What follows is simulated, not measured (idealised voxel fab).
This is a process module. Its name is voxel released beams.
In the cross-section labelled cut, the width is 180 nm and each square cell is 5 nm.
Cross-section format: a grid of square cells, given as bands from top to bottom; each band is one or more rows of cells. Within each band entry, the heights of the top and of the bottom of the band appear first, in that order and in nm; the materials of the band then follow from left to right, each with its corresponding width in nm. The designation "all across" on a single material indicates that it fills the band from edge to edge; the designation "air" indicates empty space. Heights are reckoned from 0. Under this level, the received wafer is all of one material. The bottommost band is open-ended downward, for example "top 0, no bottom". Per-row width for "30->40": begins at first number (top row of band), ends at second number (bottom row), increment between rows held constant. Given "no modification" for a step, no cell of the cross-section differs between before and after that step. "Closed void roster" - sealed voids, min. 8 cells, no opening to top; format: width x height at distance (distance from left edge; nm throughout). Step line, after settings: the simulator's comment on this step. overlay nm: mask offset rightward from planned place, masked step; negative means leftward offset.

## Listed below are the process steps as planned
1: RECEIVE: material Si
2: CONFORMAL_DEP: material SiN, thk nm 5
3: DIRECTIONAL_DEP: material SiO2, thk nm 10
4: MASKED_ETCH: tone open, mask id ANCHOR, width nm 35, etch materials SiO2, depth nm 10, overlay nm 0
5: CONFORMAL_DEP: material TiN, thk nm 10
6: MASKED_ETCH: tone cover, mask id BEAM, width nm 80, etch materials TiN, depth nm 10, overlay nm 0
7: STRIP: etch materials SiO2

## Cross-section of the wafer at receipt, which is the condition after step 1
    top 0, no bottom | Si all across
    Closed void roster: none

## First of two wafers: cross-section at end of module, run per plan
    top 25, bottom 15 | air 45, then TiN 15, then air 15, then TiN 50, then air 55
    top 15, bottom 5 | air 50, then TiN 35, then air 95
    top 5, bottom 0 | SiN all across
    top 0, no bottom | Si all across
    Closed void roster: none

## Cross-section of the latter of the two wafers at module completion. It had an identical start and an identical plan to the former; in running it, one mistake was made
    top 25, bottom 15 | air 45, then TiN 5, then air 15, then TiN 60, then air 55
    top 15, bottom 5 | air 40, then TiN 35, then air 105
    top 5, bottom 0 | SiN all across
    top 0, no bottom | Si all across
    Closed void roster: none
In executing the process, a mistake was made relative to the plan: the process deviated at step 4: the operation and settings actually run there were MASKED_ETCH: tone open, mask id ANCHOR, width nm 35, etch materials SiO2, depth nm 10, overlay nm -10
Upon completion, the cell count for each material on the second wafer equals that on the first, whereas the spatial distribution of those cells differs.
